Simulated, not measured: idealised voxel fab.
process module | voxel self aligned contacts
cross-section cut | 230 nm wide | cells 5 nm
A cross-section is a grid of square cells, given in bands from the top down. A band is one or more rows of cells.
Each band's line starts with the height of the band's top and of its bottom, in nm. Then come its materials from left to right, each with its width in nm. One material with "throughout" fills the band from edge to edge. "air" is empty space.
Height 0 is the level under which the wafer as received is all one material. The lowest band goes on downwards, as in "0 down".
A width such as "30 to 40" changes by the same amount from each row of cells to the next, from the band's top row to its bottom row.
"no change" after a step means that no cell of the cross-section changed.
closed voids: empty space of 8 cells or more with no open way to the top, each as width x height at its distance from the left edge, in nm
after a step's settings: what the simulator itself notes on the step
overlay nm, on a step with a mask: how far to the right of its planned place the mask lay; to the left if negative
Each pair below shows a cross-section before one step and the cross-section after it, down to the lowest band that changed. The line under each pair gives the step between them, with its settings. The pairs can come from different runs of this module on the same starting wafer, so a pair continues from the pair above only where its "before" says so.
before
  45 to 20: air 15 | SiN 45 | air 30 | SiN 45 | air 30 | SiN 45 | air 20
  20 to 0: air 10 | SiN 10 | polySi 35 | SiN 10 | air 20 | SiN 10 | polySi 35 | SiN 10 | air 20 | SiN 10 | polySi 35 | SiN 10 | air 15
  0 to -5: SiO2 throughout
  -5 down: Si throughout
  closed voids: none
after
  60 to 45: SiO2 throughout
  45 to 20: SiO2 15 | SiN 45 | SiO2 30 | SiN 45 | SiO2 30 | SiN 45 | SiO2 20
  20 to 0: SiO2 10 | SiN 10 | polySi 35 | SiN 10 | SiO2 20 | SiN 10 | polySi 35 | SiN 10 | SiO2 20 | SiN 10 | polySi 35 | SiN 10 | SiO2 15
  below 0: unchanged
  closed voids: none
the step between: op FILL_DEP | material SiO2 | thk nm 15
before: the cross-section after the pair above
after
  50 to 45: SiO2 throughout
  below 45: unchanged
  closed voids: none
the step between: op CMP | height nm 50
before: the cross-section after the pair above
after
  60 to 50: aC throughout
  below 50: unchanged
  closed voids: none
the step between: op DIRECTIONAL_DEP | material aC | thk nm 10
before: the cross-section after the pair above
after
  90 to 60: resist 45 | air 60 | resist 15 | air 60 | resist 50
  below 60: unchanged
  closed voids: none
the step between: op PATTERN | tone open | mask id CONTACT | material resist | width nm 60 | pitch nm 75 | thk nm 30 | overlay nm 0
before: the cross-section after the pair above
after
  80 to 60: resist 45 | air 60 | resist 15 | air 60 | resist 50
  60 to 50: aC 45 | air 60 | aC 15 | air 60 | aC 50
  below 50: unchanged
  closed voids: none
the step between: op DIRECTIONAL_ETCH | etch materials aC | depth nm 10
before: the cross-section after the pair above
after
  60 to 50: aC 45 | air 60 | aC 15 | air 60 | aC 50
  below 50: unchanged
  closed voids: none
the step between: op STRIP | etch materials resist
before: the cross-section after the pair above
after
  60 to 50: aC 45 | air 60 | aC 15 | air 60 | aC 50
  50 to 45: SiO2 45 | air 60 | SiO2 15 | air 60 | SiO2 50
  45 to 20: SiO2 15 | SiN 45 | air 30 | SiN 45 | air 30 | SiN 45 | SiO2 20
  20 to 0: SiO2 10 | SiN 10 | polySi 35 | SiN 10 | air 20 | SiN 10 | polySi 35 | SiN 10 | air 20 | SiN 10 | polySi 35 | SiN 10 | SiO2 15
  0 to -5: SiO2 65 | air 20 | SiO2 55 | air 20 | SiO2 70
  below -5: unchanged
  closed voids: none
the step between: op DIRECTIONAL_ETCH | etch materials SiO2 | depth nm 55
before: the cross-section after the pair above
after
  50 to 45: SiO2 45 | air 60 | SiO2 15 | air 60 | SiO2 50
  below 45: unchanged
  closed voids: none
the step between: op STRIP | etch materials aC
before: the cross-section after the pair above
after
  55 to 50: TiN 50 | air 50 | TiN 25 | air 50 | TiN 55
  50 to 45: SiO2 45 | TiN 20 | air 20 | TiN 20 | SiO2 15 | TiN 20 | air 20 | TiN 20 | SiO2 50
  45 to 25: SiO2 15 | SiN 45 | TiN 5 | air 20 | TiN 5 | SiN 45 | TiN 5 | air 20 | TiN 5 | SiN 45 | SiO2 20
  25 to 20: SiO2 15 | SiN 45 | TiN 10 | air 10 | TiN 10 | SiN 45 | TiN 10 | air 10 | TiN 10 | SiN 45 | SiO2 20
  20 to 0: SiO2 10 | SiN 10 | polySi 35 | SiN 10 | TiN 5 | air 10 | TiN 5 | SiN 10 | polySi 35 | SiN 10 | TiN 5 | air 10 | TiN 5 | SiN 10 | polySi 35 | SiN 10 | SiO2 15
  0 to -5: SiO2 65 | TiN 20 | SiO2 55 | TiN 20 | SiO2 70
  below -5: unchanged
  closed voids: none
the step between: op CONFORMAL_DEP | material TiN | thk nm 5
before: the cross-section after the pair above
after
  65 to 55: Ru throughout
  55 to 50: TiN 50 | Ru 50 | TiN 25 | Ru 50 | TiN 55
  50 to 45: SiO2 45 | TiN 20 | Ru 20 | TiN 20 | SiO2 15 | TiN 20 | Ru 20 | TiN 20 | SiO2 50
  45 to 25: SiO2 15 | SiN 45 | TiN 5 | Ru 20 | TiN 5 | SiN 45 | TiN 5 | Ru 20 | TiN 5 | SiN 45 | SiO2 20
  25 to 20: SiO2 15 | SiN 45 | TiN 10 | Ru 10 | TiN 10 | SiN 45 | TiN 10 | Ru 10 | TiN 10 | SiN 45 | SiO2 20
  20 to 0: SiO2 10 | SiN 10 | polySi 35 | SiN 10 | TiN 5 | Ru 10 | TiN 5 | SiN 10 | polySi 35 | SiN 10 | TiN 5 | Ru 10 | TiN 5 | SiN 10 | polySi 35 | SiN 10 | SiO2 15
  below 0: unchanged
  closed voids: none
the step between: op FILL_DEP | material Ru | thk nm 10
before: the cross-section after the pair above
after
  50 to 45: SiO2 45 | TiN 20 | Ru 20 | TiN 20 | SiO2 15 | TiN 20 | Ru 20 | TiN 20 | SiO2 50
  below 45: unchanged
  closed voids: none
the step between: op CMP | height nm 50
before: the cross-section after the pair above
after
  55 to 50: SiCN throughout
  below 50: unchanged
  closed voids: none
the step between: op CONFORMAL_DEP | material SiCN | thk nm 5
before
  60 to 50: aC throughout
  50 to 45: SiO2 throughout
  45 to 20: SiO2 10 | SiN 55 | SiO2 20 | SiN 55 | SiO2 20 | SiN 55 | SiO2 15
  20 to 0: SiO2 10 | SiN 10 | polySi 35 | SiN 10 | SiO2 20 | SiN 10 | polySi 35 | SiN 10 | SiO2 20 | SiN 10 | polySi 35 | SiN 10 | SiO2 15
  0 to -5: SiO2 throughout
  -5 down: Si throughout
  closed voids: none
after
  90 to 60: resist 35 | air 60 | resist 15 | air 60 | resist 60
  below 60: unchanged
  closed voids: none
the step between: op PATTERN | tone open | mask id CONTACT | material resist | width nm 60 | pitch nm 75 | thk nm 30 | overlay nm -10
before: the cross-section after the pair above
after
  80 to 60: resist 35 | air 60 | resist 15 | air 60 | resist 60
  60 to 50: aC 35 | air 60 | aC 15 | air 60 | aC 60
  below 50: unchanged
  closed voids: none
the step between: op DIRECTIONAL_ETCH | etch materials aC | depth nm 10
before: the cross-section after the pair above
after
  60 to 50: aC 35 | air 60 | aC 15 | air 60 | aC 60
  below 50: unchanged
  closed voids: none
the step between: op STRIP | etch materials resist
before: the cross-section after the pair above
after
  60 to 50: aC 35 | air 60 | aC 15 | air 60 | aC 60
  50 to 45: SiO2 35 | air 60 | SiO2 15 | air 60 | SiO2 60
  45 to 20: SiO2 10 | SiN 55 | air 20 | SiN 55 | air 20 | SiN 55 | SiO2 15
  20 to 0: SiO2 10 | SiN 10 | polySi 35 | SiN 10 | air 20 | SiN 10 | polySi 35 | SiN 10 | air 20 | SiN 10 | polySi 35 | SiN 10 | SiO2 15
  0 to -5: SiO2 65 | air 20 | SiO2 55 | air 20 | SiO2 70
  below -5: unchanged
  closed voids: none
the step between: op DIRECTIONAL_ETCH | etch materials SiO2 | depth nm 55
before: the cross-section after the pair above
after
  50 to 45: SiO2 35 | air 60 | SiO2 15 | air 60 | SiO2 60
  below 45: unchanged
  closed voids: none
the step between: op STRIP | etch materials aC
before: the cross-section after the pair above
after
  55 to 50: TiN 40 | air 50 | TiN 25 | air 50 | TiN 65
  50 to 45: SiO2 35 | TiN 35 | air 10 | TiN 15 | SiO2 15 | TiN 35 | air 10 | TiN 15 | SiO2 60
  45 to 20: SiO2 10 | SiN 55 | TiN 5 | air 10 | TiN 5 | SiN 55 | TiN 5 | air 10 | TiN 5 | SiN 55 | SiO2 15
  20 to 0: SiO2 10 | SiN 10 | polySi 35 | SiN 10 | TiN 5 | air 10 | TiN 5 | SiN 10 | polySi 35 | SiN 10 | TiN 5 | air 10 | TiN 5 | SiN 10 | polySi 35 | SiN 10 | SiO2 15
  0 to -5: SiO2 65 | TiN 20 | SiO2 55 | TiN 20 | SiO2 70
  below -5: unchanged
  closed voids: none
the step between: op CONFORMAL_DEP | material TiN | thk nm 5
before: the cross-section after the pair above
after
  65 to 55: Ru throughout
  55 to 50: TiN 40 | Ru 50 | TiN 25 | Ru 50 | TiN 65
  50 to 45: SiO2 35 | TiN 35 | Ru 10 | TiN 15 | SiO2 15 | TiN 35 | Ru 10 | TiN 15 | SiO2 60
  45 to 20: SiO2 10 | SiN 55 | TiN 5 | Ru 10 | TiN 5 | SiN 55 | TiN 5 | Ru 10 | TiN 5 | SiN 55 | SiO2 15
  20 to 0: SiO2 10 | SiN 10 | polySi 35 | SiN 10 | TiN 5 | Ru 10 | TiN 5 | SiN 10 | polySi 35 | SiN 10 | TiN 5 | Ru 10 | TiN 5 | SiN 10 | polySi 35 | SiN 10 | SiO2 15
  below 0: unchanged
  closed voids: none
the step between: op FILL_DEP | material Ru | thk nm 10
before: the cross-section after the pair above
after
  50 to 45: SiO2 35 | TiN 35 | Ru 10 | TiN 15 | SiO2 15 | TiN 35 | Ru 10 | TiN 15 | SiO2 60
  below 45: unchanged
  closed voids: none
the step between: op CMP | height nm 50
before: the cross-section after the pair above
after
  55 to 50: SiCN throughout
  below 50: unchanged
  closed voids: none
the step between: op CONFORMAL_DEP | material SiCN | thk nm 5
before
  50 to 45: SiO2 45 | TiN 25 | Ru 10 | TiN 25 | SiO2 15 | TiN 25 | Ru 10 | TiN 25 | SiO2 50
  45 to 20: SiO2 10 | SiN 55 | TiN 5 | Ru 10 | TiN 5 | SiN 55 | TiN 5 | Ru 10 | TiN 5 | SiN 55 | SiO2 15
  20 to 0: SiO2 10 | SiN 10 | polySi 35 | SiN 10 | TiN 5 | Ru 10 | TiN 5 | SiN 10 | polySi 35 | SiN 10 | TiN 5 | Ru 10 | TiN 5 | SiN 10 | polySi 35 | SiN 10 | SiO2 15
  0 to -5: SiO2 65 | TiN 20 | SiO2 55 | TiN 20 | SiO2 70
  -5 down: Si throughout
  closed voids: none
after
  55 to 50: polySi throughout
  below 50: unchanged
  closed voids: none
the step between: op CONFORMAL_DEP | material polySi | thk nm 5
before
  45 to 20: SiN throughout
  20 to 0: polySi throughout
  0 to -5: SiO2 throughout
  -5 down: Si throughout
  closed voids: none
after
  45 to 20: SiN 20 | air 35 | SiN 40 | air 35 | SiN 40 | air 35 | SiN 25
  below 20: unchanged
  closed voids: none
the step between: op MASKED_ETCH | tone open | mask id GATE | width nm 35 | pitch nm 75 | etch materials SiN | depth nm 25 | overlay nm 0
before: the cross-section after the pair above
after
  55 to 30: SiN 30 | air 15 | SiN 60 | air 15 | SiN 60 | air 15 | SiN 35
  30 to 20: SiN throughout
  below 20: unchanged
  closed voids: none
the step between: op CONFORMAL_DEP | material SiN | thk nm 10
before: the cross-section after the pair above
after
  45 to 20: SiN 30 | air 15 | SiN 60 | air 15 | SiN 60 | air 15 | SiN 35
  below 20: unchanged
  closed voids: none
the step between: op DIRECTIONAL_ETCH | etch materials SiN | depth nm 10
before: the cross-section after the pair above
after
  60 to 45: SiO2 throughout
  45 to 20: SiN 30 | SiO2 15 | SiN 60 | SiO2 15 | SiN 60 | SiO2 15 | SiN 35
  below 20: unchanged
  closed voids: none
the step between: op FILL_DEP | material SiO2 | thk nm 15
before: the cross-section after the pair above
after
  50 to 45: SiO2 throughout
  below 45: unchanged
  closed voids: none
the step between: op CMP | height nm 50
before: the cross-section after the pair above
after
  60 to 50: aC throughout
  below 50: unchanged
  closed voids: none
the step between: op DIRECTIONAL_DEP | material aC | thk nm 10
before: the cross-section after the pair above
after
  90 to 60: resist 45 | air 60 | resist 15 | air 60 | resist 50
  below 60: unchanged
  closed voids: none
the step between: op PATTERN | tone open | mask id CONTACT | material resist | width nm 60 | pitch nm 75 | thk nm 30 | overlay nm 0
before: the cross-section after the pair above
after
  80 to 60: resist 45 | air 60 | resist 15 | air 60 | resist 50
  60 to 50: aC 45 | air 60 | aC 15 | air 60 | aC 50
  below 50: unchanged
  closed voids: none
the step between: op DIRECTIONAL_ETCH | etch materials aC | depth nm 10
before: the cross-section after the pair above
after
  60 to 50: aC 45 | air 60 | aC 15 | air 60 | aC 50
  below 50: unchanged
  closed voids: none
the step between: op STRIP | etch materials resist
before: the cross-section after the pair above
after
  60 to 50: aC 45 | air 60 | aC 15 | air 60 | aC 50
  50 to 45: SiO2 45 | air 60 | SiO2 15 | air 60 | SiO2 50
  below 45: unchanged
  closed voids: none
the step between: op DIRECTIONAL_ETCH | etch materials SiO2 | depth nm 55
before: the cross-section after the pair above
after
  50 to 45: SiO2 45 | air 60 | SiO2 15 | air 60 | SiO2 50
  below 45: unchanged
  closed voids: none
the step between: op STRIP | etch materials aC
before: the cross-section after the pair above
after
  55 to 50: TiN 50 | air 50 | TiN 25 | air 50 | TiN 55
  50 to 45: SiO2 45 | TiN 60 | SiO2 15 | TiN 60 | SiO2 50
  below 45: unchanged
  closed voids: none
the step between: op CONFORMAL_DEP | material TiN | thk nm 5
before: the cross-section after the pair above
after
  65 to 55: Ru throughout
  55 to 50: TiN 50 | Ru 50 | TiN 25 | Ru 50 | TiN 55
  below 50: unchanged
  closed voids: none
the step between: op FILL_DEP | material Ru | thk nm 10
before: the cross-section after the pair above
after
  50 to 45: SiO2 45 | TiN 60 | SiO2 15 | TiN 60 | SiO2 50
  below 45: unchanged
  closed voids: none
the step between: op CMP | height nm 50
before: the cross-section after the pair above
after
  55 to 50: SiCN throughout
  below 50: unchanged
  closed voids: none
the step between: op CONFORMAL_DEP | material SiCN | thk nm 5
